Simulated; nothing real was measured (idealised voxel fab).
The following is a process module called voxel air gaps.
Cross-section cut spans 280 nm and uses square cells 5 nm in size.
Heads up, the way a cross-section reads in here is a grid of square cells, handed over as bands from the top down, with every band being one or more rows of cells.
Read a band's entry like this: the first values are the height of its top and the height of its bottom in nm, and what follows is the sequence of materials from left to right, each with its width in nm. Note that "empty" is empty space, and that a single material marked "full width" reaches across the band from edge to edge.
Zero point of the height axis is 0; under it, received wafer = one material. Lowest band: continues down indefinitely, "0..down".
Quick explanation for "30 to 40": the width changes in equal steps down the rows of cells, from the first number in the band's top row to the second number in its bottom row.
It should be understood that the words "no change", when stated for a given step, signify that the cross-section underwent no change in any of its cells during that step.
What "Fully sealed voids" gives you is every empty space of 8 cells or more that is cut off from the top. Each appears as width x height at distance, with the distance taken from the left edge and width, height and distance all in nm.
Past the settings on a step's line: simulator remark, on that step.
"overlay nm" denotes, for a step that has a mask, the displacement of the mask to the right of its planned place, with negative values corresponding to the left.
# Intended process steps
1,RECEIVE [material Si]
2,CONFORMAL_DEP [material SiO2] [thk nm 15]
3,CONFORMAL_DEP [material SiCN] [thk nm 5]
4,DIRECTIONAL_DEP [material SiO2] [thk nm 30]
5,DIRECTIONAL_DEP [material aC] [thk nm 10]
6,PATTERN [tone open] [mask id LINES] [material resist] [width nm 15] [pitch nm 40] [thk nm 30] [overlay nm 0]
7,DIRECTIONAL_ETCH [etch materials aC] [depth nm 10]
8,STRIP [etch materials resist]
9,DIRECTIONAL_ETCH [etch materials SiO2] [depth nm 30]
10,STRIP [etch materials aC]
11,CONFORMAL_DEP [material TiN] [thk nm 5]
12,FILL_DEP [material Cu] [thk nm 5]
13,CMP [height nm 50]
14,EPI [material Ru] [thk nm 10]
15,SELECTIVE_ETCH [etch materials SiO2] [depth nm 40]
16,CONFORMAL_DEP [material SiCN] [thk nm 5]
# As-received wafer cross-section (after step 1)
* 0..down | Si full width
* Fully sealed voids: none
# Same starting wafer, same plan as above, one mistake in the execution; this is the cross-section at the end of the module
* 75..70 | empty (45) / SiCN (185) / empty (50)
* 70..50 | empty (45) / SiCN (5) / Ru (175) / SiCN (5) / empty (50)
* 50..45 | empty (45) / SiCN (25) / TiN (5) / Cu (5) / TiN (5) / SiO2 (25) / TiN (5) / Cu (5) / TiN (5) / SiO2 (25) / TiN (5) / Cu (5) / TiN (5) / SiO2 (25) / TiN (5) / Cu (5) / TiN (5) / SiCN (25) / empty (50)
* 45..25 | empty (65) / SiCN (5) / TiN (5) / Cu (5) / TiN (5) / SiO2 (25) / TiN (5) / Cu (5) / TiN (5) / SiO2 (25) / TiN (5) / Cu (5) / TiN (5) / SiO2 (25) / TiN (5) / Cu (5) / TiN (5) / SiCN (5) / empty (70)
* 25..20 | SiCN (70) / TiN (15) / SiO2 (25) / TiN (15) / SiO2 (25) / TiN (15) / SiO2 (25) / TiN (15) / SiCN (75)
* 20..15 | SiCN full width
* 15..0 | SiO2 full width
* 0..down | Si full width
* Fully sealed voids: none
So what did we get wrong on this run? step 14 in the plan was executed twice
